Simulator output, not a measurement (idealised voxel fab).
process module | voxel transistor to metal
cross-section cut | 170 nm wide | cells 5 nm
A cross-section is a grid of square cells, given in bands from the top down. A band is one or more rows of cells.
Each band's line starts with the height of the band's top and of its bottom, in nm. Then come its materials from left to right, each with its width in nm. One material with "throughout" fills the band from edge to edge. "air" is empty space.
Height 0 is the level under which the wafer as received is all one material. The lowest band goes on downwards, as in "0 down".
A width such as "30 to 40" changes by the same amount from each row of cells to the next, from the band's top row to its bottom row.
"no change" after a step means that no cell of the cross-section changed.
closed voids: empty space of 8 cells or more with no open way to the top, each as width x height at its distance from the left edge, in nm
after a step's settings: what the simulator itself notes on the step
overlay nm, on a step with a mask: how far to the right of its planned place the mask lay; to the left if negative
plan
1 op RECEIVE | material Si
2 op CONFORMAL_DEP | material SiO2 | thk nm 5
3 op CONFORMAL_DEP | material SiN | thk nm 10
4 op DIRECTIONAL_DEP | material aC | thk nm 10
5 op PATTERN | tone cover | mask id ACTIVE | material resist | width nm 110 | thk nm 25 | overlay nm 0
6 op DIRECTIONAL_ETCH | etch materials aC | depth nm 10
7 op STRIP | etch materials resist
8 op DIRECTIONAL_ETCH | etch materials SiN | depth nm 10
9 op DIRECTIONAL_ETCH | etch materials SiO2 | depth nm 5
10 op DIRECTIONAL_ETCH | etch materials Si | depth nm 20
11 op STRIP | etch materials aC
12 op FILL_DEP | material SiO2 | thk nm 15
13 op CMP | height nm 15
14 op SELECTIVE_ETCH | etch materials SiO2 | depth nm 5
15 op STRIP | etch materials SiN
16 op SELECTIVE_ETCH | etch materials SiO2 | depth nm 5
17 op OXIDIZE | depth nm 5
18 op DIRECTIONAL_DEP | material polySi | thk nm 30
19 op DIRECTIONAL_DEP | material SiCN | thk nm 15
20 op MASKED_ETCH | tone cover | mask id GATE | width nm 30 | etch materials SiCN | depth nm 25 | overlay nm 0
21 op MASKED_ETCH | tone cover | mask id GATE | width nm 30 | etch materials polySi | depth nm 40 | overlay nm 0
22 op CONFORMAL_DEP | material SiN | thk nm 5
23 op DIRECTIONAL_ETCH | etch materials SiN | depth nm 5
24 op DIRECTIONAL_ETCH | etch materials SiO2 | depth nm 5
25 op DIRECTIONAL_ETCH | etch materials Si | depth nm 15
26 op EPI | material pSi | thk nm 15
27 op FILL_DEP | material SiO2 | thk nm 10
28 op CMP | height nm 30
29 op STRIP | etch materials polySi
30 op SELECTIVE_ETCH | etch materials SiO2 | depth nm 5
31 op CONFORMAL_DEP | material HfO2 | thk nm 5
32 op CONFORMAL_DEP | material TiN | thk nm 5
33 op FILL_DEP | material W | thk nm 5
34 op CMP | height nm 25
35 op DIRECTIONAL_DEP | material SiO2 | thk nm 10
36 op PATTERN | tone open | mask id CONTACT | material resist | width nm 15 | pitch nm 75 | thk nm 20 | overlay nm 0
37 op DIRECTIONAL_ETCH | etch materials SiO2 | depth nm 40
38 op STRIP | etch materials resist
39 op CONFORMAL_DEP | material TiN | thk nm 5
40 op FILL_DEP | material Ru | thk nm 10
41 op CMP | height nm 35
42 op DIRECTIONAL_DEP | material TiN | thk nm 5
43 op DIRECTIONAL_DEP | material W | thk nm 25
44 op DIRECTIONAL_DEP | material aC | thk nm 15
45 op PATTERN | tone cover | mask id METAL_1 | material resist | width nm 15 | pitch nm 75 | thk nm 30 | overlay nm 0
46 op DIRECTIONAL_ETCH | etch materials aC | depth nm 15
47 op STRIP | etch materials resist
48 op DIRECTIONAL_ETCH | etch materials W | depth nm 25
49 op DIRECTIONAL_ETCH | etch materials TiN | depth nm 5
50 op STRIP | etch materials aC
51 op CONFORMAL_DEP | material SiCN | thk nm 5
52 op FILL_DEP | material lowk | thk nm 10
53 op CMP | height nm 65
54 op CONFORMAL_DEP | material SiCN | thk nm 5
first wafer, as planned
as received, after step 1
  0 down: Si throughout
  closed voids: none
after step 2
  5 to 0: SiO2 throughout
  below 0: unchanged
after step 3
  15 to 5: SiN throughout
  below 5: unchanged
after step 4
  25 to 15: aC throughout
  below 15: unchanged
after step 5
  50 to 25: air 30 | resist 110 | air 30
  below 25: unchanged
after step 6
  40 to 25: air 30 | resist 110 | air 30
  25 to 15: air 30 | aC 110 | air 30
  below 15: unchanged
after step 7
  25 to 15: air 30 | aC 110 | air 30
  below 15: unchanged
after step 8
  25 to 15: air 30 | aC 110 | air 30
  15 to 5: air 30 | SiN 110 | air 30
  below 5: unchanged
after step 9
  25 to 15: air 30 | aC 110 | air 30
  15 to 5: air 30 | SiN 110 | air 30
  5 to 0: air 30 | SiO2 110 | air 30
  below 0: unchanged
after step 10
  25 to 15: air 30 | aC 110 | air 30
  15 to 5: air 30 | SiN 110 | air 30
  5 to 0: air 30 | SiO2 110 | air 30
  0 to -20: air 30 | Si 110 | air 30
  below -20: unchanged
after step 11
  15 to 5: air 30 | SiN 110 | air 30
  below 5: unchanged
after step 12
  30 to 15: SiO2 throughout
  15 to 5: SiO2 30 | SiN 110 | SiO2 30
  5 to 0: SiO2 throughout
  0 to -20: SiO2 30 | Si 110 | SiO2 30
  below -20: unchanged
after step 13
  15 to 5: SiO2 30 | SiN 110 | SiO2 30
  below 5: unchanged
after step 14
  15 to 10: air 30 | SiN 110 | air 30
  below 10: unchanged
after step 15
  10 to 5: SiO2 30 | air 110 | SiO2 30
  below 5: unchanged
after step 16
  5 to 0: SiO2 25 | air 120 | SiO2 25
  below 0: unchanged
after step 17
  5 to 0: SiO2 25 | air 120 | SiO2 25
  0 to -5: SiO2 throughout
  below -5: unchanged
after step 18
  35 to 30: polySi 25 | air 120 | polySi 25
  30 to 5: polySi throughout
  5 to 0: SiO2 25 | polySi 120 | SiO2 25
  below 0: unchanged
after step 19
  50 to 45: SiCN 25 | air 120 | SiCN 25
  45 to 35: SiCN throughout
  35 to 30: polySi 25 | SiCN 120 | polySi 25
  below 30: unchanged
after step 20
  45 to 35: air 70 | SiCN 30 | air 70
  35 to 30: polySi 25 | air 45 | SiCN 30 | air 45 | polySi 25
  below 30: unchanged
after step 21
  45 to 30: air 70 | SiCN 30 | air 70
  30 to 5: air 70 | polySi 30 | air 70
  5 to 0: SiO2 25 | air 45 | polySi 30 | air 45 | SiO2 25
  below 0: unchanged
after step 22
  50 to 45: air 65 | SiN 40 | air 65
  45 to 30: air 65 | SiN 5 | SiCN 30 | SiN 5 | air 65
  30 to 10: air 65 | SiN 5 | polySi 30 | SiN 5 | air 65
  10 to 5: SiN 30 | air 35 | SiN 5 | polySi 30 | SiN 5 | air 35 | SiN 30
  5 to 0: SiO2 25 | SiN 45 | polySi 30 | SiN 45 | SiO2 25
  below 0: unchanged
after step 23
  45 to 30: air 65 | SiN 5 | SiCN 30 | SiN 5 | air 65
  30 to 5: air 65 | SiN 5 | polySi 30 | SiN 5 | air 65
  5 to 0: SiO2 25 | SiN 5 | air 35 | SiN 5 | polySi 30 | SiN 5 | air 35 | SiN 5 | SiO2 25
  below 0: unchanged
after step 24
  45 to 30: air 65 | SiN 5 | SiCN 30 | SiN 5 | air 65
  30 to 5: air 65 | SiN 5 | polySi 30 | SiN 5 | air 65
  5 to 0: air 25 | SiN 5 | air 35 | SiN 5 | polySi 30 | SiN 5 | air 35 | SiN 5 | air 25
  0 to -5: SiO2 30 | air 35 | SiO2 40 | air 35 | SiO2 30
  below -5: unchanged
after step 25
  45 to 30: air 65 | SiN 5 | SiCN 30 | SiN 5 | air 65
  30 to 5: air 65 | SiN 5 | polySi 30 | SiN 5 | air 65
  5 to 0: air 25 | SiN 5 | air 35 | SiN 5 | polySi 30 | SiN 5 | air 35 | SiN 5 | air 25
  0 to -5: SiO2 30 | air 35 | SiO2 40 | air 35 | SiO2 30
  -5 to -20: SiO2 30 | air 35 | Si 40 | air 35 | SiO2 30
  below -20: unchanged
after step 26
  45 to 30: air 65 | SiN 5 | SiCN 30 | SiN 5 | air 65
  30 to 10: air 65 | SiN 5 | polySi 30 | SiN 5 | air 65
  10 to 5: air 50 | pSi 15 | SiN 5 | polySi 30 | SiN 5 | pSi 15 | air 50
  5 to 0: air 25 | SiN 5 | air 20 | pSi 15 | SiN 5 | polySi 30 | SiN 5 | pSi 15 | air 20 | SiN 5 | air 25
  0 to -5: SiO2 30 | air 20 | pSi 15 | SiO2 40 | pSi 15 | air 20 | SiO2 30
  -5 to -20: SiO2 30 | pSi 35 | Si 40 | pSi 35 | SiO2 30
  below -20: unchanged
after step 27
  55 to 45: SiO2 throughout
  45 to 30: SiO2 65 | SiN 5 | SiCN 30 | SiN 5 | SiO2 65
  30 to 10: SiO2 65 | SiN 5 | polySi 30 | SiN 5 | SiO2 65
  10 to 5: SiO2 50 | pSi 15 | SiN 5 | polySi 30 | SiN 5 | pSi 15 | SiO2 50
  5 to 0: SiO2 25 | SiN 5 | SiO2 20 | pSi 15 | SiN 5 | polySi 30 | SiN 5 | pSi 15 | SiO2 20 | SiN 5 | SiO2 25
  0 to -5: SiO2 50 | pSi 15 | SiO2 40 | pSi 15 | SiO2 50
  below -5: unchanged
after step 28
  30 to 10: SiO2 65 | SiN 5 | polySi 30 | SiN 5 | SiO2 65
  below 10: unchanged
after step 29
  30 to 10: SiO2 65 | SiN 5 | air 30 | SiN 5 | SiO2 65
  10 to 5: SiO2 50 | pSi 15 | SiN 5 | air 30 | SiN 5 | pSi 15 | SiO2 50
  5 to 0: SiO2 25 | SiN 5 | SiO2 20 | pSi 15 | SiN 5 | air 30 | SiN 5 | pSi 15 | SiO2 20 | SiN 5 | SiO2 25
  below 0: unchanged
after step 30
  30 to 25: air 65 | SiN 5 | air 30 | SiN 5 | air 65
  25 to 10: SiO2 65 | SiN 5 | air 30 | SiN 5 | SiO2 65
  10 to 5: SiO2 50 | pSi 15 | SiN 5 | air 30 | SiN 5 | pSi 15 | SiO2 50
  5 to 0: SiO2 25 | SiN 5 | SiO2 20 | pSi 15 | SiN 5 | air 30 | SiN 5 | pSi 15 | SiO2 20 | SiN 5 | SiO2 25
  0 to -5: SiO2 50 | pSi 15 | air 40 | pSi 15 | SiO2 50
  below -5: unchanged
after step 31
  35 to 30: air 60 | HfO2 15 | air 20 | HfO2 15 | air 60
  30 to 25: HfO2 65 | SiN 5 | HfO2 5 | air 20 | HfO2 5 | SiN 5 | HfO2 65
  25 to 10: SiO2 65 | SiN 5 | HfO2 5 | air 20 | HfO2 5 | SiN 5 | SiO2 65
  10 to 5: SiO2 50 | pSi 15 | SiN 5 | HfO2 5 | air 20 | HfO2 5 | SiN 5 | pSi 15 | SiO2 50
  5 to 0: SiO2 25 | SiN 5 | SiO2 20 | pSi 15 | SiN 5 | HfO2 5 | air 20 | HfO2 5 | SiN 5 | pSi 15 | SiO2 20 | SiN 5 | SiO2 25
  0 to -5: SiO2 50 | pSi 15 | HfO2 40 | pSi 15 | SiO2 50
  below -5: unchanged
after step 32
  40 to 35: air 55 | TiN 25 | air 10 | TiN 25 | air 55
  35 to 30: TiN 60 | HfO2 15 | TiN 5 | air 10 | TiN 5 | HfO2 15 | TiN 60
  30 to 25: HfO2 65 | SiN 5 | HfO2 5 | TiN 5 | air 10 | TiN 5 | HfO2 5 | SiN 5 | HfO2 65
  25 to 10: SiO2 65 | SiN 5 | HfO2 5 | TiN 5 | air 10 | TiN 5 | HfO2 5 | SiN 5 | SiO2 65
  10 to 5: SiO2 50 | pSi 15 | SiN 5 | HfO2 5 | TiN 5 | air 10 | TiN 5 | HfO2 5 | SiN 5 | pSi 15 | SiO2 50
  5 to 0: SiO2 25 | SiN 5 | SiO2 20 | pSi 15 | SiN 5 | HfO2 5 | TiN 20 | HfO2 5 | SiN 5 | pSi 15 | SiO2 20 | SiN 5 | SiO2 25
  below 0: unchanged
after step 33
  45 to 40: W throughout
  40 to 35: W 55 | TiN 25 | W 10 | TiN 25 | W 55
  35 to 30: TiN 60 | HfO2 15 | TiN 5 | W 10 | TiN 5 | HfO2 15 | TiN 60
  30 to 25: HfO2 65 | SiN 5 | HfO2 5 | TiN 5 | W 10 | TiN 5 | HfO2 5 | SiN 5 | HfO2 65
  25 to 10: SiO2 65 | SiN 5 | HfO2 5 | TiN 5 | W 10 | TiN 5 | HfO2 5 | SiN 5 | SiO2 65
  10 to 5: SiO2 50 | pSi 15 | SiN 5 | HfO2 5 | TiN 5 | W 10 | TiN 5 | HfO2 5 | SiN 5 | pSi 15 | SiO2 50
  below 5: unchanged
after step 34
  25 to 10: SiO2 65 | SiN 5 | HfO2 5 | TiN 5 | W 10 | TiN 5 | HfO2 5 | SiN 5 | SiO2 65
  below 10: unchanged
after step 35
  35 to 25: SiO2 throughout
  below 25: unchanged
after step 36
  55 to 35: resist 40 | air 15 | resist 60 | air 15 | resist 40
  below 35: unchanged
after step 37
  55 to 35: resist 40 | air 15 | resist 60 | air 15 | resist 40
  35 to 25: SiO2 40 | air 15 | SiO2 60 | air 15 | SiO2 40
  25 to 10: SiO2 40 | air 15 | SiO2 10 | SiN 5 | HfO2 5 | TiN 5 | W 10 | TiN 5 | HfO2 5 | SiN 5 | SiO2 10 | air 15 | SiO2 40
  10 to 5: SiO2 40 | air 10 | pSi 15 | SiN 5 | HfO2 5 | TiN 5 | W 10 | TiN 5 | HfO2 5 | SiN 5 | pSi 15 | air 10 | SiO2 40
  5 to 0: SiO2 25 | SiN 5 | SiO2 10 | air 10 | pSi 15 | SiN 5 | HfO2 5 | TiN 20 | HfO2 5 | SiN 5 | pSi 15 | air 10 | SiO2 10 | SiN 5 | SiO2 25
  0 to -5: SiO2 40 | air 10 | pSi 15 | HfO2 40 | pSi 15 | air 10 | SiO2 40
  below -5: unchanged
after step 38
  35 to 25: SiO2 40 | air 15 | SiO2 60 | air 15 | SiO2 40
  below 25: unchanged
after step 39
  40 to 35: TiN 45 | air 5 | TiN 70 | air 5 | TiN 45
  35 to 25: SiO2 40 | TiN 5 | air 5 | TiN 5 | SiO2 60 | TiN 5 | air 5 | TiN 5 | SiO2 40
  25 to 15: SiO2 40 | TiN 5 | air 5 | TiN 5 | SiO2 10 | SiN 5 | HfO2 5 | TiN 5 | W 10 | TiN 5 | HfO2 5 | SiN 5 | SiO2 10 | TiN 5 | air 5 | TiN 5 | SiO2 40
  15 to 10: SiO2 40 | TiN 15 | SiO2 10 | SiN 5 | HfO2 5 | TiN 5 | W 10 | TiN 5 | HfO2 5 | SiN 5 | SiO2 10 | TiN 15 | SiO2 40
  10 to 5: SiO2 40 | TiN 10 | pSi 15 | SiN 5 | HfO2 5 | TiN 5 | W 10 | TiN 5 | HfO2 5 | SiN 5 | pSi 15 | TiN 10 | SiO2 40
  5 to 0: SiO2 25 | SiN 5 | SiO2 10 | TiN 10 | pSi 15 | SiN 5 | HfO2 5 | TiN 20 | HfO2 5 | SiN 5 | pSi 15 | TiN 10 | SiO2 10 | SiN 5 | SiO2 25
  0 to -5: SiO2 40 | TiN 10 | pSi 15 | HfO2 40 | pSi 15 | TiN 10 | SiO2 40
  below -5: unchanged
after step 40
  50 to 40: Ru throughout
  40 to 35: TiN 45 | Ru 5 | TiN 70 | Ru 5 | TiN 45
  35 to 25: SiO2 40 | TiN 5 | Ru 5 | TiN 5 | SiO2 60 | TiN 5 | Ru 5 | TiN 5 | SiO2 40
  25 to 15: SiO2 40 | TiN 5 | Ru 5 | TiN 5 | SiO2 10 | SiN 5 | HfO2 5 | TiN 5 | W 10 | TiN 5 | HfO2 5 | SiN 5 | SiO2 10 | TiN 5 | Ru 5 | TiN 5 | SiO2 40
  below 15: unchanged
after step 41
  35 to 25: SiO2 40 | TiN 5 | Ru 5 | TiN 5 | SiO2 60 | TiN 5 | Ru 5 | TiN 5 | SiO2 40
  below 25: unchanged
after step 42
  40 to 35: TiN throughout
  below 35: unchanged
after step 43
  65 to 40: W throughout
  below 40: unchanged
after step 44
  80 to 65: aC throughout
  below 65: unchanged
after step 45
  110 to 80: air 40 | resist 15 | air 60 | resist 15 | air 40
  below 80: unchanged
after step 46
  95 to 80: air 40 | resist 15 | air 60 | resist 15 | air 40
  80 to 65: air 40 | aC 15 | air 60 | aC 15 | air 40
  below 65: unchanged
after step 47
  80 to 65: air 40 | aC 15 | air 60 | aC 15 | air 40
  below 65: unchanged
after step 48
  80 to 65: air 40 | aC 15 | air 60 | aC 15 | air 40
  65 to 40: air 40 | W 15 | air 60 | W 15 | air 40
  below 40: unchanged
after step 49
  80 to 65: air 40 | aC 15 | air 60 | aC 15 | air 40
  65 to 40: air 40 | W 15 | air 60 | W 15 | air 40
  40 to 35: air 40 | TiN 15 | air 60 | TiN 15 | air 40
  below 35: unchanged
after step 50
  65 to 40: air 40 | W 15 | air 60 | W 15 | air 40
  below 40: unchanged
after step 51
  70 to 65: air 35 | SiCN 25 | air 50 | SiCN 25 | air 35
  65 to 40: air 35 | SiCN 5 | W 15 | SiCN 5 | air 50 | SiCN 5 | W 15 | SiCN 5 | air 35
  40 to 35: SiCN 40 | TiN 15 | SiCN 60 | TiN 15 | SiCN 40
  below 35: unchanged
after step 52
  80 to 70: lowk throughout
  70 to 65: lowk 35 | SiCN 25 | lowk 50 | SiCN 25 | lowk 35
  65 to 40: lowk 35 | SiCN 5 | W 15 | SiCN 5 | lowk 50 | SiCN 5 | W 15 | SiCN 5 | lowk 35
  below 40: unchanged
after step 53
  65 to 40: lowk 35 | SiCN 5 | W 15 | SiCN 5 | lowk 50 | SiCN 5 | W 15 | SiCN 5 | lowk 35
  below 40: unchanged
after step 54
  70 to 65: SiCN throughout
  below 65: unchanged
second wafer: like start, like plan, one mistake. Through step 44 it matches the first wafer
when step 45 should have ended
  110 to 80: air 35 | resist 25 | air 50 | resist 25 | air 35
  below 80: unchanged
when step 46 should have ended
  95 to 80: air 35 | resist 25 | air 50 | resist 25 | air 35
  80 to 65: air 35 | aC 25 | air 50 | aC 25 | air 35
  below 65: unchanged
when step 47 should have ended
  80 to 65: air 35 | aC 25 | air 50 | aC 25 | air 35
  below 65: unchanged
when step 48 should have ended
  80 to 65: air 35 | aC 25 | air 50 | aC 25 | air 35
  65 to 40: air 35 | W 25 | air 50 | W 25 | air 35
  below 40: unchanged
when step 49 should have ended
  80 to 65: air 35 | aC 25 | air 50 | aC 25 | air 35
  65 to 40: air 35 | W 25 | air 50 | W 25 | air 35
  40 to 35: air 35 | TiN 25 | air 50 | TiN 25 | air 35
  below 35: unchanged
when step 50 should have ended
  65 to 40: air 35 | W 25 | air 50 | W 25 | air 35
  below 40: unchanged
when step 51 should have ended
  70 to 65: air 30 | SiCN 35 | air 40 | SiCN 35 | air 30
  65 to 40: air 30 | SiCN 5 | W 25 | SiCN 5 | air 40 | SiCN 5 | W 25 | SiCN 5 | air 30
  40 to 35: SiCN 35 | TiN 25 | SiCN 50 | TiN 25 | SiCN 35
  below 35: unchanged
when step 52 should have ended
  80 to 70: lowk throughout
  70 to 65: lowk 30 | SiCN 35 | lowk 40 | SiCN 35 | lowk 30
  65 to 40: lowk 30 | SiCN 5 | W 25 | SiCN 5 | lowk 40 | SiCN 5 | W 25 | SiCN 5 | lowk 30
  below 40: unchanged
when step 53 should have ended
  65 to 40: lowk 30 | SiCN 5 | W 25 | SiCN 5 | lowk 40 | SiCN 5 | W 25 | SiCN 5 | lowk 30
  below 40: unchanged
when step 54 should have ended
  70 to 65: SiCN throughout
  below 65: unchanged
what went wrong: step 45 ran as: op PATTERN | tone cover | mask id METAL_1 | material resist | width nm 25 | pitch nm 75 | thk nm 30 | overlay nm 0
at the end the second wafer has, in cells: 4 fewer of SiCN | 4 more of TiN | 20 more of W | 20 fewer of lowk
